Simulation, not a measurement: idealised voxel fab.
The following is a process module called voxel wiring stack.
The width of the displayed cross-section, cut, is 220 nm; its cells are square, with a size of 5 nm.
Just so we're on the same page, the cross-sections are grids of square cells, and they're listed out in bands top to bottom, each band one or more rows deep. Band entry format. Leading values: height of top, height of bottom, nm. Remainder: materials in left-to-right order, each with its width in nm. Special words: "edge to edge" on a single material, which then fills the band edge to edge; "air", empty space. It should be noted that heights are counted from 0, beneath which the wafer as supplied is of one material throughout, and that the lowest band possesses no lower boundary but continues downward, as written in "from 0 down". Think of "30->40" as a width that walks from the first number to the second as you go down the band, top row to bottom row, taking equal-sized steps from row to row. Where the words "no modifications" appear for a step, the cross-section shows no cell changed by that step; every cell remained as before. For the entry "Closed void inventory", the listed items are empty spaces with no open way to the top whose size is 8 cells or more; each item follows the pattern width x height at distance, where distance is from the left edge and all three are in nm. Post-settings text on a step line: simulator's own remark regarding the step. The line of a step may include "overlay nm". On a step with a mask, this value is how far to the right of its planned place the mask lay. A negative value means the mask lay to the left.
-- The planned process steps are enumerated hereunder
1: RECEIVE [material Si]
2: CONFORMAL_DEP [material SiO2] [thk nm 10]
3: DIRECTIONAL_DEP [material TiN] [thk nm 5]
4: DIRECTIONAL_DEP [material Ru] [thk nm 15]
5: MASKED_ETCH [tone cover] [mask id METAL_1] [width nm 30] [pitch nm 50] [etch materials Ru] [depth nm 15] [overlay nm 0]
6: MASKED_ETCH [tone cover] [mask id METAL_1] [width nm 30] [pitch nm 50] [etch materials TiN] [depth nm 5] [overlay nm 0]
7: FILL_DEP [material lowk] [thk nm 5]
8: CMP [height nm 30]
9: CONFORMAL_DEP [material SiCN] [thk nm 5]
10: DIRECTIONAL_DEP [material lowk] [thk nm 10]
11: MASKED_ETCH [tone open] [mask id PLUG_1] [width nm 15] [pitch nm 50] [etch materials lowk] [depth nm 10] [overlay nm 0]
12: MASKED_ETCH [tone open] [mask id PLUG_1] [width nm 15] [pitch nm 50] [etch materials SiCN] [depth nm 5] [overlay nm 0]
13: EPI [material Ru] [thk nm 10]
14: EPI [material Ru] [thk nm 5]
15: DIRECTIONAL_DEP [material TiN] [thk nm 5]
16: DIRECTIONAL_DEP [material Ru] [thk nm 20]
17: DIRECTIONAL_DEP [material aC] [thk nm 10]
18: PATTERN [tone cover] [mask id METAL_2] [material resist] [width nm 30] [pitch nm 50] [thk nm 30] [overlay nm -15]
19: DIRECTIONAL_ETCH [etch materials aC] [depth nm 10]
20: STRIP [etch materials resist]
21: DIRECTIONAL_ETCH [etch materials Ru] [depth nm 20]
22: DIRECTIONAL_ETCH [etch materials TiN] [depth nm 5]
23: STRIP [etch materials aC]
24: CONFORMAL_DEP [material SiN] [thk nm 5]
25: FILL_DEP [material SiO2] [thk nm 5]
26: CMP [height nm 70]
27: CONFORMAL_DEP [material SiCN] [thk nm 5]
28: DIRECTIONAL_DEP [material lowk] [thk nm 20]
29: PATTERN [tone open] [mask id PLUG_2] [material resist] [width nm 15] [pitch nm 50] [thk nm 20] [overlay nm 0]
30: DIRECTIONAL_ETCH [etch materials lowk] [depth nm 20]
31: DIRECTIONAL_ETCH [etch materials SiCN] [depth nm 5]
32: STRIP [etch materials resist]
33: EPI [material Ru] [thk nm 10]
34: EPI [material Ru] [thk nm 10]
35: EPI [material Ru] [thk nm 5]
36: CONFORMAL_DEP [material SiCN] [thk nm 5]
37: DIRECTIONAL_DEP [material lowk] [thk nm 25]
38: MASKED_ETCH [tone open] [mask id METAL_3] [width nm 30] [pitch nm 50] [etch materials lowk] [depth nm 25] [overlay nm 0]
39: MASKED_ETCH [tone open] [mask id METAL_3] [width nm 30] [pitch nm 50] [etch materials SiCN] [depth nm 5] [overlay nm 0]
40: CONFORMAL_DEP [material TiN] [thk nm 5]
41: FILL_DEP [material W] [thk nm 5]
42: CMP [height nm 125]
43: EPI [material Ru] [thk nm 5]
44: FILL_DEP [material SiCN] [thk nm 5]
The plan's step 18 overlay nm is the first wafer's value; the wafers differ in this setting and start identical.
-- As-received cross-section, first of several wafers, post step 1
	from 0 down: Si edge to edge
	Closed void inventory: none
-- For your reference, the table is organized with a row per wafer; each row reflects the wafer at the end of the module, indicating for each material the cells gained (+) or lost (-) since receipt, and thereafter its closed voids
overlay nm -15 | +222 Ru | +160 SiCN | +50 SiN | +168 SiO2 | +84 TiN | +60 W | +444 lowk | Closed void inventory: none
overlay nm -10 | +222 Ru | +160 SiCN | +50 SiN | +168 SiO2 | +84 TiN | +60 W | +444 lowk | Closed void inventory: none
overlay nm -5 | +222 Ru | +160 SiCN | +50 SiN | +168 SiO2 | +84 TiN | +60 W | +444 lowk | Closed void inventory: none
overlay nm 0 | +222 Ru | +160 SiCN | +50 SiN | +168 SiO2 | +84 TiN | +60 W | +444 lowk | Closed void inventory: none
overlay nm 5 | +222 Ru | +160 SiCN | +50 SiN | +168 SiO2 | +84 TiN | +60 W | +444 lowk | Closed void inventory: none
overlay nm 10 | +222 Ru | +160 SiCN | +50 SiN | +168 SiO2 | +84 TiN | +60 W | +444 lowk | Closed void inventory: none
overlay nm 15 | +177 Ru | +190 SiCN | +50 SiN | +168 SiO2 | +99 TiN | +60 W | +444 lowk | Closed void inventory: none
